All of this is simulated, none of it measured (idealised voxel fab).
The following process module bears the name voxel fin reveal.
In the cross-section labelled cut, the width is 225 nm and each square cell is 5 nm.
This document writes a cross-section as a grid whose cells are square, and gives it as bands, listed from the top down; one or more rows of cells form a band.
For a band, the entry starts with two heights in nm, that of the top and then that of the bottom, and carries on with the band's materials in order from left to right, each alongside its width in nm; the word "throughout" beside a single material means it fills the band edge to edge, and "air" means empty space.
It should be noted that heights are counted from 0, beneath which the wafer as supplied is of one material throughout, and that the lowest band possesses no lower boundary but continues downward, as written in "0 -> down".
A width given as "30->40" starts at the first number in the band's top row and ends at the second number in its bottom row, shifting by an equal amount at every step from row to row.
Take "nothing got changed" at face value: in the step it is given for, the cross-section changed in none of its cells.
Look at "Entrapped void list" for the closed voids: empty spaces with no open path to the top, sized 8 cells or up. Each is width x height at distance, distance from the left edge, all nm.
It should be noted that, on the line of a given step, the content following the step's settings is a remark produced by the simulator itself with respect to that step.
overlay nm: how far to the right of its planned place the mask lay on this masked step (negative: to the left).
PLAN
1,RECEIVE, material Si
2,CONFORMAL_DEP, material SiN, thk nm 5
3,MASKED_ETCH, tone cover, mask id FINS, width nm 15, pitch nm 35, etch materials SiN, depth nm 5, overlay nm 0
4,MASKED_ETCH, tone cover, mask id FINS, width nm 15, pitch nm 35, etch materials Si, depth nm 35, overlay nm 0
5,FILL_DEP, material SiO2, thk nm 5
6,CMP, height nm 5
7,SELECTIVE_ETCH, etch materials SiO2, depth nm 30
8,STRIP, etch materials SiN
9,CONFORMAL_DEP, material SiO2, thk nm 5
FIRST WAFER OF TWO (RUN AS PLANNED)
AS-RECEIVED WAFER CROSS-SECTION (AFTER STEP 1)
- 0 -> down  Si throughout
- Entrapped void list: none
WAFER SECTION VIEW AFTER PROCESSING STEP 2
- 5 -> 0  SiN throughout
- Nothing below the height 0 has changed.
WAFER SECTION VIEW AFTER PROCESSING STEP 3
- 5 -> 0  70 nm air, then 15 nm SiN, then 20 nm air, then 15 nm SiN, then 20 nm air, then 15 nm SiN, then 70 nm air
- Nothing below the height 0 has changed.
WAFER SECTION VIEW AFTER PROCESSING STEP 4
- 5 -> 0  70 nm air, then 15 nm SiN, then 20 nm air, then 15 nm SiN, then 20 nm air, then 15 nm SiN, then 70 nm air
- 0 -> -35  70 nm air, then 15 nm Si, then 20 nm air, then 15 nm Si, then 20 nm air, then 15 nm Si, then 70 nm air
- Nothing below the height -35 has changed.
WAFER SECTION VIEW AFTER PROCESSING STEP 5
- 10 -> 5  SiO2 throughout
- 5 -> 0  70 nm SiO2, then 15 nm SiN, then 20 nm SiO2, then 15 nm SiN, then 20 nm SiO2, then 15 nm SiN, then 70 nm SiO2
- 0 -> -35  70 nm SiO2, then 15 nm Si, then 20 nm SiO2, then 15 nm Si, then 20 nm SiO2, then 15 nm Si, then 70 nm SiO2
- Nothing below the height -35 has changed.
WAFER SECTION VIEW AFTER PROCESSING STEP 6
- 5 -> 0  70 nm SiO2, then 15 nm SiN, then 20 nm SiO2, then 15 nm SiN, then 20 nm SiO2, then 15 nm SiN, then 70 nm SiO2
- Nothing below the height 0 has changed.
WAFER SECTION VIEW AFTER PROCESSING STEP 7
- 5 -> 0  70 nm air, then 15 nm SiN, then 20 nm air, then 15 nm SiN, then 20 nm air, then 15 nm SiN, then 70 nm air
- 0 -> -25  70 nm air, then 15 nm Si, then 20 nm air, then 15 nm Si, then 20 nm air, then 15 nm Si, then 70 nm air
- Nothing below the height -25 has changed.
WAFER SECTION VIEW AFTER PROCESSING STEP 8
- 0 -> -25  70 nm air, then 15 nm Si, then 20 nm air, then 15 nm Si, then 20 nm air, then 15 nm Si, then 70 nm air
- Nothing below the height -25 has changed.
WAFER SECTION VIEW AFTER PROCESSING STEP 9
- 5 -> 0  65 nm air, then 25 nm SiO2, then 10 nm air, then 25 nm SiO2, then 10 nm air, then 25 nm SiO2, then 65 nm air
- 0 -> -20  65 nm air, then 5 nm SiO2, then 15 nm Si, then 5 nm SiO2, then 10 nm air, then 5 nm SiO2, then 15 nm Si, then 5 nm SiO2, then 10 nm air, then 5 nm SiO2, then 15 nm Si, then 5 nm SiO2, then 65 nm air
- -20 -> -35  70 nm SiO2, then 15 nm Si, then 20 nm SiO2, then 15 nm Si, then 20 nm SiO2, then 15 nm Si, then 70 nm SiO2
- Nothing below the height -35 has changed.
THE SECOND WAFER WAS PREPARED FROM THE SAME STARTING POINT AND UNDER THE SAME PLAN AS THE FIRST; ITS PROCESSING CONTAINED ONE MISTAKE, AND IT REMAINS INDISTINGUISHABLE FROM THE FIRST WAFER UP TO AND INCLUDING STEP 8
Cross-section of the second wafer when, according to plan, step 9 should have finished: nothing got changed
Diagnosis: heads up, step 9 of the plan was skipped and never actually ran
Looking at both finished wafers in cells, the second ends up ahead of or behind the first on some materials: -75 SiO2
